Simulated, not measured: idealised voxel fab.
process module | voxel transistor to metal
cross-section cut | 285 nm wide | cells 5 nm
A cross-section is a grid of square cells, given in bands from the top down. A band is one or more rows of cells.
Each band's line starts with the height of the band's top and of its bottom, in nm. Then come its materials from left to right, each with its width in nm. One material with "throughout" fills the band from edge to edge. "air" is empty space.
Height 0 is the level under which the wafer as received is all one material. The lowest band goes on downwards, as in "0 down".
A width such as "30 to 40" changes by the same amount from each row of cells to the next, from the band's top row to its bottom row.
"no change" after a step means that no cell of the cross-section changed.
closed voids: empty space of 8 cells or more with no open way to the top, each as width x height at its distance from the left edge, in nm
after a step's settings: what the simulator itself notes on the step
overlay nm, on a step with a mask: how far to the right of its planned place the mask lay; to the left if negative
Each pair below shows a cross-section before one step and the cross-section after it, down to the lowest band that changed. The line under each pair gives the step between them, with its settings. The pairs can come from different runs of this module on the same starting wafer, so a pair continues from the pair above only where its "before" says so.
before
  55 to 50: TiN 35 | air 5 | TiN 70 | air 5 | TiN 50 | air 5 | TiN 70 | air 5 | TiN 40
  50 to 35: SiO2 30 | TiN 5 | air 5 | TiN 5 | SiO2 60 | TiN 5 | air 5 | TiN 5 | SiO2 40 | TiN 5 | air 5 | TiN 5 | SiO2 60 | TiN 5 | air 5 | TiN 5 | SiO2 35
  35 to 20: SiO2 30 | TiN 5 | air 5 | TiN 5 | SiO2 5 | SiN 10 | SiO2 5 | SiCN 20 | SiO2 5 | SiN 10 | SiO2 5 | TiN 5 | air 5 | TiN 5 | SiO2 40 | TiN 5 | air 5 | TiN 5 | SiO2 5 | SiN 10 | SiO2 5 | SiCN 20 | SiO2 5 | SiN 10 | SiO2 5 | TiN 5 | air 5 | TiN 5 | SiO2 35
  20 to 15: SiO2 30 | TiN 15 | SiO2 5 | SiN 10 | SiO2 5 | polySi 20 | SiO2 5 | SiN 10 | SiO2 5 | TiN 15 | SiO2 40 | TiN 15 | SiO2 5 | SiN 10 | SiO2 5 | polySi 20 | SiO2 5 | SiN 10 | SiO2 5 | TiN 15 | SiO2 35
  15 to 0: SiO2 30 | nSi 20 | SiN 10 | SiO2 5 | polySi 20 | SiO2 5 | SiN 10 | nSi 20 | SiO2 40 | nSi 20 | SiN 10 | SiO2 5 | polySi 20 | SiO2 5 | SiN 10 | nSi 20 | SiO2 35
  0 to -5: SiO2 15 | nSi 35 | SiO2 50 | nSi 35 | SiO2 10 | nSi 35 | SiO2 50 | nSi 35 | SiO2 20
  -5 to -20: SiO2 20 | nSi 30 | Si 50 | nSi 30 | SiO2 20 | nSi 30 | Si 50 | nSi 30 | SiO2 25
  -20 to -35: SiO2 20 | Si 110 | SiO2 20 | Si 110 | SiO2 25
  -35 down: Si throughout
  closed voids: none
after
  60 to 55: Ru throughout
  55 to 50: TiN 35 | Ru 5 | TiN 70 | Ru 5 | TiN 50 | Ru 5 | TiN 70 | Ru 5 | TiN 40
  50 to 35: SiO2 30 | TiN 5 | Ru 5 | TiN 5 | SiO2 60 | TiN 5 | Ru 5 | TiN 5 | SiO2 40 | TiN 5 | Ru 5 | TiN 5 | SiO2 60 | TiN 5 | Ru 5 | TiN 5 | SiO2 35
  35 to 20: SiO2 30 | TiN 5 | Ru 5 | TiN 5 | SiO2 5 | SiN 10 | SiO2 5 | SiCN 20 | SiO2 5 | SiN 10 | SiO2 5 | TiN 5 | Ru 5 | TiN 5 | SiO2 40 | TiN 5 | Ru 5 | TiN 5 | SiO2 5 | SiN 10 | SiO2 5 | SiCN 20 | SiO2 5 | SiN 10 | SiO2 5 | TiN 5 | Ru 5 | TiN 5 | SiO2 35
  below 20: unchanged
  closed voids: none
the step between: op FILL_DEP | material Ru | thk nm 5
before: the cross-section after the pair above
after
  50 to 35: SiO2 30 | TiN 5 | Ru 5 | TiN 5 | SiO2 60 | TiN 5 | Ru 5 | TiN 5 | SiO2 40 | TiN 5 | Ru 5 | TiN 5 | SiO2 60 | TiN 5 | Ru 5 | TiN 5 | SiO2 35
  below 35: unchanged
  closed voids: none
the step between: op CMP | height nm 50
before: the cross-section after the pair above
after
  55 to 50: TiN throughout
  below 50: unchanged
  closed voids: none
the step between: op DIRECTIONAL_DEP | material TiN | thk nm 5
before: the cross-section after the pair above
after
  80 to 55: Ru throughout
  below 55: unchanged
  closed voids: none
the step between: op DIRECTIONAL_DEP | material Ru | thk nm 25
before: the cross-section after the pair above
after
  80 to 55: air 30 | Ru 15 | air 60 | Ru 15 | air 40 | Ru 15 | air 60 | Ru 15 | air 35
  below 55: unchanged
  closed voids: none
the step between: op MASKED_ETCH | tone cover | mask id METAL_1 | width nm 15 | etch materials Ru | depth nm 25 | overlay nm 0
before: the cross-section after the pair above
after
  80 to 55: air 30 | Ru 15 | air 60 | Ru 15 | air 40 | Ru 15 | air 60 | Ru 15 | air 35
  55 to 50: air 30 | TiN 15 | air 60 | TiN 15 | air 40 | TiN 15 | air 60 | TiN 15 | air 35
  below 50: unchanged
  closed voids: none
the step between: op MASKED_ETCH | tone cover | mask id METAL_1 | width nm 15 | etch materials TiN | depth nm 5 | overlay nm 0
before: the cross-section after the pair above
after
  85 to 80: air 25 | SiN 25 | air 50 | SiN 25 | air 30 | SiN 25 | air 50 | SiN 25 | air 30
  80 to 55: air 25 | SiN 5 | Ru 15 | SiN 5 | air 50 | SiN 5 | Ru 15 | SiN 5 | air 30 | SiN 5 | Ru 15 | SiN 5 | air 50 | SiN 5 | Ru 15 | SiN 5 | air 30
  55 to 50: SiN 30 | TiN 15 | SiN 60 | TiN 15 | SiN 40 | TiN 15 | SiN 60 | TiN 15 | SiN 35
  below 50: unchanged
  closed voids: none
the step between: op CONFORMAL_DEP | material SiN | thk nm 5
before: the cross-section after the pair above
after
  95 to 85: lowk throughout
  85 to 80: lowk 25 | SiN 25 | lowk 50 | SiN 25 | lowk 30 | SiN 25 | lowk 50 | SiN 25 | lowk 30
  80 to 55: lowk 25 | SiN 5 | Ru 15 | SiN 5 | lowk 50 | SiN 5 | Ru 15 | SiN 5 | lowk 30 | SiN 5 | Ru 15 | SiN 5 | lowk 50 | SiN 5 | Ru 15 | SiN 5 | lowk 30
  below 55: unchanged
  closed voids: none
the step between: op FILL_DEP | material lowk | thk nm 10
before: the cross-section after the pair above
after
  80 to 55: lowk 25 | SiN 5 | Ru 15 | SiN 5 | lowk 50 | SiN 5 | Ru 15 | SiN 5 | lowk 30 | SiN 5 | Ru 15 | SiN 5 | lowk 50 | SiN 5 | Ru 15 | SiN 5 | lowk 30
  below 55: unchanged
  closed voids: none
the step between: op CMP | height nm 80
before: the cross-section after the pair above
after
  85 to 80: SiCN throughout
  below 80: unchanged
  closed voids: none
the step between: op CONFORMAL_DEP | material SiCN | thk nm 5
before
  50 to 35: SiO2 throughout
  35 to 20: SiO2 50 | SiN 10 | SiO2 5 | SiCN 20 | SiO2 5 | SiN 10 | SiO2 80 | SiN 10 | SiO2 5 | SiCN 20 | SiO2 5 | SiN 10 | SiO2 55
  20 to 15: SiO2 50 | SiN 10 | SiO2 5 | polySi 20 | SiO2 5 | SiN 10 | SiO2 80 | SiN 10 | SiO2 5 | polySi 20 | SiO2 5 | SiN 10 | SiO2 55
  15 to 0: SiO2 30 | nSi 20 | SiN 10 | SiO2 5 | polySi 20 | SiO2 5 | SiN 10 | nSi 20 | SiO2 40 | nSi 20 | SiN 10 | SiO2 5 | polySi 20 | SiO2 5 | SiN 10 | nSi 20 | SiO2 35
  0 to -5: SiO2 20 | nSi 30 | SiO2 50 | nSi 30 | SiO2 20 | nSi 30 | SiO2 50 | nSi 30 | SiO2 25
  -5 to -20: SiO2 25 | nSi 25 | Si 50 | nSi 25 | SiO2 30 | nSi 25 | Si 50 | nSi 25 | SiO2 30
  -20 to -35: SiO2 25 | Si 100 | SiO2 30 | Si 100 | SiO2 30
  -35 down: Si throughout
  closed voids: none
after
  70 to 50: resist 40 | air 15 | resist 60 | air 15 | resist 40 | air 15 | resist 60 | air 15 | resist 25
  below 50: unchanged
  closed voids: none
the step between: op PATTERN | tone open | mask id CONTACT | material resist | width nm 15 | thk nm 20 | overlay nm 10
before: the cross-section after the pair above
after
  70 to 50: resist 40 | air 15 | resist 60 | air 15 | resist 40 | air 15 | resist 60 | air 15 | resist 25
  50 to 35: SiO2 40 | air 15 | SiO2 60 | air 15 | SiO2 40 | air 15 | SiO2 60 | air 15 | SiO2 25
  35 to 20: SiO2 40 | air 10 | SiN 10 | SiO2 5 | SiCN 20 | SiO2 5 | SiN 10 | SiO2 15 | air 15 | SiO2 40 | air 10 | SiN 10 | SiO2 5 | SiCN 20 | SiO2 5 | SiN 10 | SiO2 15 | air 15 | SiO2 25
  20 to 15: SiO2 40 | air 10 | SiN 10 | SiO2 5 | polySi 20 | SiO2 5 | SiN 10 | SiO2 15 | air 15 | SiO2 40 | air 10 | SiN 10 | SiO2 5 | polySi 20 | SiO2 5 | SiN 10 | SiO2 15 | air 15 | SiO2 25
  below 15: unchanged
  closed voids: none
the step between: op DIRECTIONAL_ETCH | etch materials SiO2 | depth nm 35
before: the cross-section after the pair above
after
  50 to 35: SiO2 40 | air 15 | SiO2 60 | air 15 | SiO2 40 | air 15 | SiO2 60 | air 15 | SiO2 25
  below 35: unchanged
  closed voids: none
the step between: op STRIP | etch materials resist
before: the cross-section after the pair above
after
  55 to 50: TiN 45 | air 5 | TiN 70 | air 5 | TiN 50 | air 5 | TiN 70 | air 5 | TiN 30
  50 to 40: SiO2 40 | TiN 5 | air 5 | TiN 5 | SiO2 60 | TiN 5 | air 5 | TiN 5 | SiO2 40 | TiN 5 | air 5 | TiN 5 | SiO2 60 | TiN 5 | air 5 | TiN 5 | SiO2 25
  40 to 35: SiO2 40 | TiN 15 | SiO2 60 | TiN 5 | air 5 | TiN 5 | SiO2 40 | TiN 15 | SiO2 60 | TiN 5 | air 5 | TiN 5 | SiO2 25
  35 to 20: SiO2 40 | TiN 10 | SiN 10 | SiO2 5 | SiCN 20 | SiO2 5 | SiN 10 | SiO2 15 | TiN 5 | air 5 | TiN 5 | SiO2 40 | TiN 10 | SiN 10 | SiO2 5 | SiCN 20 | SiO2 5 | SiN 10 | SiO2 15 | TiN 5 | air 5 | TiN 5 | SiO2 25
  20 to 15: SiO2 40 | TiN 10 | SiN 10 | SiO2 5 | polySi 20 | SiO2 5 | SiN 10 | SiO2 15 | TiN 15 | SiO2 40 | TiN 10 | SiN 10 | SiO2 5 | polySi 20 | SiO2 5 | SiN 10 | SiO2 15 | TiN 15 | SiO2 25
  below 15: unchanged
  closed voids: none
the step between: op CONFORMAL_DEP | material TiN | thk nm 5
before: the cross-section after the pair above
after
  60 to 55: Ru throughout
  55 to 50: TiN 45 | Ru 5 | TiN 70 | Ru 5 | TiN 50 | Ru 5 | TiN 70 | Ru 5 | TiN 30
  50 to 40: SiO2 40 | TiN 5 | Ru 5 | TiN 5 | SiO2 60 | TiN 5 | Ru 5 | TiN 5 | SiO2 40 | TiN 5 | Ru 5 | TiN 5 | SiO2 60 | TiN 5 | Ru 5 | TiN 5 | SiO2 25
  40 to 35: SiO2 40 | TiN 15 | SiO2 60 | TiN 5 | Ru 5 | TiN 5 | SiO2 40 | TiN 15 | SiO2 60 | TiN 5 | Ru 5 | TiN 5 | SiO2 25
  35 to 20: SiO2 40 | TiN 10 | SiN 10 | SiO2 5 | SiCN 20 | SiO2 5 | SiN 10 | SiO2 15 | TiN 5 | Ru 5 | TiN 5 | SiO2 40 | TiN 10 | SiN 10 | SiO2 5 | SiCN 20 | SiO2 5 | SiN 10 | SiO2 15 | TiN 5 | Ru 5 | TiN 5 | SiO2 25
  below 20: unchanged
  closed voids: none
the step between: op FILL_DEP | material Ru | thk nm 5
before: the cross-section after the pair above
after
  50 to 40: SiO2 40 | TiN 5 | Ru 5 | TiN 5 | SiO2 60 | TiN 5 | Ru 5 | TiN 5 | SiO2 40 | TiN 5 | Ru 5 | TiN 5 | SiO2 60 | TiN 5 | Ru 5 | TiN 5 | SiO2 25
  below 40: unchanged
  closed voids: none
the step between: op CMP | height nm 50
before: the cross-section after the pair above
after
  55 to 50: TiN throughout
  below 50: unchanged
  closed voids: none
the step between: op DIRECTIONAL_DEP | material TiN | thk nm 5
before: the cross-section after the pair above
after
  80 to 55: Ru throughout
  below 55: unchanged
  closed voids: none
the step between: op DIRECTIONAL_DEP | material Ru | thk nm 25
before: the cross-section after the pair above
after
  80 to 55: air 30 | Ru 15 | air 60 | Ru 15 | air 40 | Ru 15 | air 60 | Ru 15 | air 35
  below 55: unchanged
  closed voids: none
the step between: op MASKED_ETCH | tone cover | mask id METAL_1 | width nm 15 | etch materials Ru | depth nm 25 | overlay nm 0
before: the cross-section after the pair above
after
  80 to 55: air 30 | Ru 15 | air 60 | Ru 15 | air 40 | Ru 15 | air 60 | Ru 15 | air 35
  55 to 50: air 30 | TiN 15 | air 60 | TiN 15 | air 40 | TiN 15 | air 60 | TiN 15 | air 35
  below 50: unchanged
  closed voids: none
the step between: op MASKED_ETCH | tone cover | mask id METAL_1 | width nm 15 | etch materials TiN | depth nm 5 | overlay nm 0
before: the cross-section after the pair above
after
  85 to 80: air 25 | SiN 25 | air 50 | SiN 25 | air 30 | SiN 25 | air 50 | SiN 25 | air 30
  80 to 55: air 25 | SiN 5 | Ru 15 | SiN 5 | air 50 | SiN 5 | Ru 15 | SiN 5 | air 30 | SiN 5 | Ru 15 | SiN 5 | air 50 | SiN 5 | Ru 15 | SiN 5 | air 30
  55 to 50: SiN 30 | TiN 15 | SiN 60 | TiN 15 | SiN 40 | TiN 15 | SiN 60 | TiN 15 | SiN 35
  below 50: unchanged
  closed voids: none
the step between: op CONFORMAL_DEP | material SiN | thk nm 5
before: the cross-section after the pair above
after
  95 to 85: lowk throughout
  85 to 80: lowk 25 | SiN 25 | lowk 50 | SiN 25 | lowk 30 | SiN 25 | lowk 50 | SiN 25 | lowk 30
  80 to 55: lowk 25 | SiN 5 | Ru 15 | SiN 5 | lowk 50 | SiN 5 | Ru 15 | SiN 5 | lowk 30 | SiN 5 | Ru 15 | SiN 5 | lowk 50 | SiN 5 | Ru 15 | SiN 5 | lowk 30
  below 55: unchanged
  closed voids: none
the step between: op FILL_DEP | material lowk | thk nm 10
before: the cross-section after the pair above
after
  80 to 55: lowk 25 | SiN 5 | Ru 15 | SiN 5 | lowk 50 | SiN 5 | Ru 15 | SiN 5 | lowk 30 | SiN 5 | Ru 15 | SiN 5 | lowk 50 | SiN 5 | Ru 15 | SiN 5 | lowk 30
  below 55: unchanged
  closed voids: none
the step between: op CMP | height nm 80
before: the cross-section after the pair above
after
  85 to 80: SiCN throughout
  below 80: unchanged
  closed voids: none
the step between: op CONFORMAL_DEP | material SiCN | thk nm 5
before
  35 to 20: air 50 | SiN 10 | SiO2 5 | SiCN 20 | SiO2 5 | SiN 10 | air 80 | SiN 10 | SiO2 5 | SiCN 20 | SiO2 5 | SiN 10 | air 55
  20 to 0: air 50 | SiN 10 | SiO2 5 | polySi 20 | SiO2 5 | SiN 10 | air 80 | SiN 10 | SiO2 5 | polySi 20 | SiO2 5 | SiN 10 | air 55
  0 to -5: SiO2 throughout
  -5 to -35: SiO2 25 | Si 100 | SiO2 30 | Si 100 | SiO2 30
  -35 down: Si throughout
  closed voids: none
after
  35 to 30: air 60 | SiO2 5 | SiCN 20 | SiO2 5 | air 100 | SiO2 5 | SiCN 20 | SiO2 5 | air 65
  below 30: unchanged
  closed voids: none
the step between: op DIRECTIONAL_ETCH | etch materials SiN | depth nm 5
before: the cross-section after the pair above
after
  45 to 35: SiO2 throughout
  35 to 30: SiO2 65 | SiCN 20 | SiO2 110 | SiCN 20 | SiO2 70
  30 to 20: SiO2 50 | SiN 10 | SiO2 5 | SiCN 20 | SiO2 5 | SiN 10 | SiO2 80 | SiN 10 | SiO2 5 | SiCN 20 | SiO2 5 | SiN 10 | SiO2 55
  20 to 0: SiO2 50 | SiN 10 | SiO2 5 | polySi 20 | SiO2 5 | SiN 10 | SiO2 80 | SiN 10 | SiO2 5 | polySi 20 | SiO2 5 | SiN 10 | SiO2 55
  below 0: unchanged
  closed voids: none
the step between: op FILL_DEP | material SiO2 | thk nm 10
before: the cross-section after the pair above
after
  35 to 30: SiO2 65 | SiCN 20 | SiO2 110 | SiCN 20 | SiO2 70
  below 30: unchanged
  closed voids: none
the step between: op CMP | height nm 35
before: the cross-section after the pair above
after
  50 to 35: SiO2 throughout
  below 35: unchanged
  closed voids: none
the step between: op DIRECTIONAL_DEP | material SiO2 | thk nm 15
before: the cross-section after the pair above
after
  70 to 50: resist 30 | air 15 | resist 60 | air 15 | resist 40 | air 15 | resist 60 | air 15 | resist 35
  below 50: unchanged
  closed voids: none
the step between: op PATTERN | tone open | mask id CONTACT | material resist | width nm 15 | thk nm 20 | overlay nm 0
before: the cross-section after the pair above
after
  70 to 50: resist 30 | air 15 | resist 60 | air 15 | resist 40 | air 15 | resist 60 | air 15 | resist 35
  50 to 35: SiO2 30 | air 15 | SiO2 60 | air 15 | SiO2 40 | air 15 | SiO2 60 | air 15 | SiO2 35
  35 to 30: SiO2 30 | air 15 | SiO2 20 | SiCN 20 | SiO2 20 | air 15 | SiO2 40 | air 15 | SiO2 20 | SiCN 20 | SiO2 20 | air 15 | SiO2 35
  30 to 20: SiO2 30 | air 15 | SiO2 5 | SiN 10 | SiO2 5 | SiCN 20 | SiO2 5 | SiN 10 | SiO2 5 | air 15 | SiO2 40 | air 15 | SiO2 5 | SiN 10 | SiO2 5 | SiCN 20 | SiO2 5 | SiN 10 | SiO2 5 | air 15 | SiO2 35
  20 to 15: SiO2 30 | air 15 | SiO2 5 | SiN 10 | SiO2 5 | polySi 20 | SiO2 5 | SiN 10 | SiO2 5 | air 15 | SiO2 40 | air 15 | SiO2 5 | SiN 10 | SiO2 5 | polySi 20 | SiO2 5 | SiN 10 | SiO2 5 | air 15 | SiO2 35
  below 15: unchanged
  closed voids: none
the step between: op DIRECTIONAL_ETCH | etch materials SiO2 | depth nm 35
before: the cross-section after the pair above
after
  50 to 35: SiO2 30 | air 15 | SiO2 60 | air 15 | SiO2 40 | air 15 | SiO2 60 | air 15 | SiO2 35
  below 35: unchanged
  closed voids: none
the step between: op STRIP | etch materials resist
before: the cross-section after the pair above
after
  55 to 50: TiN 35 | air 5 | TiN 70 | air 5 | TiN 50 | air 5 | TiN 70 | air 5 | TiN 40
  50 to 35: SiO2 30 | TiN 5 | air 5 | TiN 5 | SiO2 60 | TiN 5 | air 5 | TiN 5 | SiO2 40 | TiN 5 | air 5 | TiN 5 | SiO2 60 | TiN 5 | air 5 | TiN 5 | SiO2 35
  35 to 30: SiO2 30 | TiN 5 | air 5 | TiN 5 | SiO2 20 | SiCN 20 | SiO2 20 | TiN 5 | air 5 | TiN 5 | SiO2 40 | TiN 5 | air 5 | TiN 5 | SiO2 20 | SiCN 20 | SiO2 20 | TiN 5 | air 5 | TiN 5 | SiO2 35
  30 to 20: SiO2 30 | TiN 5 | air 5 | TiN 5 | SiO2 5 | SiN 10 | SiO2 5 | SiCN 20 | SiO2 5 | SiN 10 | SiO2 5 | TiN 5 | air 5 | TiN 5 | SiO2 40 | TiN 5 | air 5 | TiN 5 | SiO2 5 | SiN 10 | SiO2 5 | SiCN 20 | SiO2 5 | SiN 10 | SiO2 5 | TiN 5 | air 5 | TiN 5 | SiO2 35
  20 to 15: SiO2 30 | TiN 15 | SiO2 5 | SiN 10 | SiO2 5 | polySi 20 | SiO2 5 | SiN 10 | SiO2 5 | TiN 15 | SiO2 40 | TiN 15 | SiO2 5 | SiN 10 | SiO2 5 | polySi 20 | SiO2 5 | SiN 10 | SiO2 5 | TiN 15 | SiO2 35
  below 15: unchanged
  closed voids: none
the step between: op CONFORMAL_DEP | material TiN | thk nm 5
before: the cross-section after the pair above
after
  60 to 55: Ru throughout
  55 to 50: TiN 35 | Ru 5 | TiN 70 | Ru 5 | TiN 50 | Ru 5 | TiN 70 | Ru 5 | TiN 40
  50 to 35: SiO2 30 | TiN 5 | Ru 5 | TiN 5 | SiO2 60 | TiN 5 | Ru 5 | TiN 5 | SiO2 40 | TiN 5 | Ru 5 | TiN 5 | SiO2 60 | TiN 5 | Ru 5 | TiN 5 | SiO2 35
  35 to 30: SiO2 30 | TiN 5 | Ru 5 | TiN 5 | SiO2 20 | SiCN 20 | SiO2 20 | TiN 5 | Ru 5 | TiN 5 | SiO2 40 | TiN 5 | Ru 5 | TiN 5 | SiO2 20 | SiCN 20 | SiO2 20 | TiN 5 | Ru 5 | TiN 5 | SiO2 35
  30 to 20: SiO2 30 | TiN 5 | Ru 5 | TiN 5 | SiO2 5 | SiN 10 | SiO2 5 | SiCN 20 | SiO2 5 | SiN 10 | SiO2 5 | TiN 5 | Ru 5 | TiN 5 | SiO2 40 | TiN 5 | Ru 5 | TiN 5 | SiO2 5 | SiN 10 | SiO2 5 | SiCN 20 | SiO2 5 | SiN 10 | SiO2 5 | TiN 5 | Ru 5 | TiN 5 | SiO2 35
  below 20: unchanged
  closed voids: none
the step between: op FILL_DEP | material Ru | thk nm 5
before: the cross-section after the pair above
after
  50 to 35: SiO2 30 | TiN 5 | Ru 5 | TiN 5 | SiO2 60 | TiN 5 | Ru 5 | TiN 5 | SiO2 40 | TiN 5 | Ru 5 | TiN 5 | SiO2 60 | TiN 5 | Ru 5 | TiN 5 | SiO2 35
  below 35: unchanged
  closed voids: none
the step between: op CMP | height nm 50
before: the cross-section after the pair above
after
  55 to 50: TiN throughout
  below 50: unchanged
  closed voids: none
the step between: op DIRECTIONAL_DEP | material TiN | thk nm 5
before: the cross-section after the pair above
after
  80 to 55: Ru throughout
  below 55: unchanged
  closed voids: none
the step between: op DIRECTIONAL_DEP | material Ru | thk nm 25
before: the cross-section after the pair above
after
  80 to 55: air 30 | Ru 15 | air 60 | Ru 15 | air 40 | Ru 15 | air 60 | Ru 15 | air 35
  below 55: unchanged
  closed voids: none
the step between: op MASKED_ETCH | tone cover | mask id METAL_1 | width nm 15 | etch materials Ru | depth nm 25 | overlay nm 0
before: the cross-section after the pair above
after
  80 to 55: air 30 | Ru 15 | air 60 | Ru 15 | air 40 | Ru 15 | air 60 | Ru 15 | air 35
  55 to 50: air 30 | TiN 15 | air 60 | TiN 15 | air 40 | TiN 15 | air 60 | TiN 15 | air 35
  below 50: unchanged
  closed voids: none
the step between: op MASKED_ETCH | tone cover | mask id METAL_1 | width nm 15 | etch materials TiN | depth nm 5 | overlay nm 0
before: the cross-section after the pair above
after
  85 to 80: air 25 | SiN 25 | air 50 | SiN 25 | air 30 | SiN 25 | air 50 | SiN 25 | air 30
  80 to 55: air 25 | SiN 5 | Ru 15 | SiN 5 | air 50 | SiN 5 | Ru 15 | SiN 5 | air 30 | SiN 5 | Ru 15 | SiN 5 | air 50 | SiN 5 | Ru 15 | SiN 5 | air 30
  55 to 50: SiN 30 | TiN 15 | SiN 60 | TiN 15 | SiN 40 | TiN 15 | SiN 60 | TiN 15 | SiN 35
  below 50: unchanged
  closed voids: none
the step between: op CONFORMAL_DEP | material SiN | thk nm 5
before: the cross-section after the pair above
after
  95 to 85: lowk throughout
  85 to 80: lowk 25 | SiN 25 | lowk 50 | SiN 25 | lowk 30 | SiN 25 | lowk 50 | SiN 25 | lowk 30
  80 to 55: lowk 25 | SiN 5 | Ru 15 | SiN 5 | lowk 50 | SiN 5 | Ru 15 | SiN 5 | lowk 30 | SiN 5 | Ru 15 | SiN 5 | lowk 50 | SiN 5 | Ru 15 | SiN 5 | lowk 30
  below 55: unchanged
  closed voids: none
the step between: op FILL_DEP | material lowk | thk nm 10
before: the cross-section after the pair above
after
  80 to 55: lowk 25 | SiN 5 | Ru 15 | SiN 5 | lowk 50 | SiN 5 | Ru 15 | SiN 5 | lowk 30 | SiN 5 | Ru 15 | SiN 5 | lowk 50 | SiN 5 | Ru 15 | SiN 5 | lowk 30
  below 55: unchanged
  closed voids: none
the step between: op CMP | height nm 80
before: the cross-section after the pair above
after
  85 to 80: SiCN throughout
  below 80: unchanged
  closed voids: none
the step between: op CONFORMAL_DEP | material SiCN | thk nm 5
before
  25 to 15: aC throughout
  15 to 5: SiN throughout
  5 to 0: SiO2 throughout
  0 down: Si throughout
  closed voids: none
after
  50 to 25: resist 25 | air 100 | resist 30 | air 100 | resist 30
  below 25: unchanged
  closed voids: none
the step between: op PATTERN | tone open | mask id ACTIVE | material resist | width nm 100 | pitch nm 130 | thk nm 25 | overlay nm 0
before: the cross-section after the pair above
after
  40 to 25: resist 25 | air 100 | resist 30 | air 100 | resist 30
  25 to 15: aC 25 | air 100 | aC 30 | air 100 | aC 30
  below 15: unchanged
  closed voids: none
the step between: op DIRECTIONAL_ETCH | etch materials aC | depth nm 10
before: the cross-section after the pair above
after
  25 to 15: aC 25 | air 100 | aC 30 | air 100 | aC 30
  below 15: unchanged
  closed voids: none
the step between: op STRIP | etch materials resist
before: the cross-section after the pair above
after
  25 to 15: aC 25 | air 100 | aC 30 | air 100 | aC 30
  15 to 5: SiN 25 | air 100 | SiN 30 | air 100 | SiN 30
  below 5: unchanged
  closed voids: none
the step between: op DIRECTIONAL_ETCH | etch materials SiN | depth nm 10
before: the cross-section after the pair above
after
  25 to 15: aC 25 | air 100 | aC 30 | air 100 | aC 30
  15 to 5: SiN 25 | air 100 | SiN 30 | air 100 | SiN 30
  5 to 0: SiO2 25 | air 100 | SiO2 30 | air 100 | SiO2 30
  below 0: unchanged
  closed voids: none
the step between: op DIRECTIONAL_ETCH | etch materials SiO2 | depth nm 5
before: the cross-section after the pair above
after
  25 to 15: aC 25 | air 100 | aC 30 | air 100 | aC 30
  15 to 5: SiN 25 | air 100 | SiN 30 | air 100 | SiN 30
  5 to 0: SiO2 25 | air 100 | SiO2 30 | air 100 | SiO2 30
  0 to -35: Si 25 | air 100 | Si 30 | air 100 | Si 30
  below -35: unchanged
  closed voids: none
the step between: op DIRECTIONAL_ETCH | etch materials Si | depth nm 35
before: the cross-section after the pair above
after
  15 to 5: SiN 25 | air 100 | SiN 30 | air 100 | SiN 30
  below 5: unchanged
  closed voids: none
the step between: op STRIP | etch materials aC
before: the cross-section after the pair above
after
  30 to 15: SiO2 throughout
  15 to 5: SiN 25 | SiO2 100 | SiN 30 | SiO2 100 | SiN 30
  5 to 0: SiO2 throughout
  0 to -35: Si 25 | SiO2 100 | Si 30 | SiO2 100 | Si 30
  below -35: unchanged
  closed voids: none
the step between: op FILL_DEP | material SiO2 | thk nm 15
before: the cross-section after the pair above
after
  15 to 5: SiN 25 | SiO2 100 | SiN 30 | SiO2 100 | SiN 30
  below 5: unchanged
  closed voids: none
the step between: op CMP | height nm 15
before: the cross-section after the pair above
after
  15 to 5: SiN 25 | air 100 | SiN 30 | air 100 | SiN 30
  below 5: unchanged
  closed voids: none
the step between: op SELECTIVE_ETCH | etch materials SiO2 | depth nm 10
before: the cross-section after the pair above
after
  5 to 0: SiO2 throughout
  below 0: unchanged
  closed voids: none
the step between: op STRIP | etch materials SiN
before: the cross-section after the pair above
after
  0 to -35: Si 25 | SiO2 100 | Si 30 | SiO2 100 | Si 30
  below -35: unchanged
  closed voids: none
the step between: op SELECTIVE_ETCH | etch materials SiO2 | depth nm 5
before: the cross-section after the pair above
after
  0 to -5: SiO2 throughout
  below -5: unchanged
  closed voids: none
the step between: op OXIDIZE | depth nm 5
before: the cross-section after the pair above
after
  20 to 0: polySi throughout
  below 0: unchanged
  closed voids: none
the step between: op DIRECTIONAL_DEP | material polySi | thk nm 20
before: the cross-section after the pair above
after
  35 to 20: SiCN throughout
  below 20: unchanged
  closed voids: none
the step between: op DIRECTIONAL_DEP | material SiCN | thk nm 15
before: the cross-section after the pair above
after
  45 to 35: aC throughout
  below 35: unchanged
  closed voids: none
the step between: op DIRECTIONAL_DEP | material aC | thk nm 10
before: the cross-section after the pair above
after
  70 to 45: air 65 | resist 20 | air 110 | resist 20 | air 70
  below 45: unchanged
  closed voids: none
the step between: op PATTERN | tone cover | mask id GATE | material resist | width nm 20 | pitch nm 130 | thk nm 25 | overlay nm 0
before: the cross-section after the pair above
after
  60 to 45: air 65 | resist 20 | air 110 | resist 20 | air 70
  45 to 35: air 65 | aC 20 | air 110 | aC 20 | air 70
  below 35: unchanged
  closed voids: none
the step between: op DIRECTIONAL_ETCH | etch materials aC | depth nm 10
before: the cross-section after the pair above
after
  45 to 35: air 65 | aC 20 | air 110 | aC 20 | air 70
  below 35: unchanged
  closed voids: none
the step between: op STRIP | etch materials resist
before: the cross-section after the pair above
after
  45 to 35: air 65 | aC 20 | air 110 | aC 20 | air 70
  35 to 20: air 65 | SiCN 20 | air 110 | SiCN 20 | air 70
  below 20: unchanged
  closed voids: none
the step between: op DIRECTIONAL_ETCH | etch materials SiCN | depth nm 25
before: the cross-section after the pair above
after
  45 to 35: air 65 | aC 20 | air 110 | aC 20 | air 70
  35 to 20: air 65 | SiCN 20 | air 110 | SiCN 20 | air 70
  20 to 0: air 65 | polySi 20 | air 110 | polySi 20 | air 70
  below 0: unchanged
  closed voids: none
the step between: op DIRECTIONAL_ETCH | etch materials polySi | depth nm 30
before: the cross-section after the pair above
after
  35 to 20: air 65 | SiCN 20 | air 110 | SiCN 20 | air 70
  below 20: unchanged
  closed voids: none
the step between: op STRIP | etch materials aC
before: the cross-section after the pair above
after
  40 to 35: air 60 | SiO2 30 | air 100 | SiO2 30 | air 65
  35 to 20: air 60 | SiO2 5 | SiCN 20 | SiO2 5 | air 100 | SiO2 5 | SiCN 20 | SiO2 5 | air 65
  20 to 5: air 60 | SiO2 5 | polySi 20 | SiO2 5 | air 100 | SiO2 5 | polySi 20 | SiO2 5 | air 65
  5 to 0: SiO2 65 | polySi 20 | SiO2 110 | polySi 20 | SiO2 70
  below 0: unchanged
  closed voids: none
the step between: op CONFORMAL_DEP | material SiO2 | thk nm 5
before: the cross-section after the pair above
after
  35 to 20: air 60 | SiO2 5 | SiCN 20 | SiO2 5 | air 100 | SiO2 5 | SiCN 20 | SiO2 5 | air 65
  20 to 0: air 60 | SiO2 5 | polySi 20 | SiO2 5 | air 100 | SiO2 5 | polySi 20 | SiO2 5 | air 65
  below 0: unchanged
  closed voids: none
the step between: op DIRECTIONAL_ETCH | etch materials SiO2 | depth nm 5
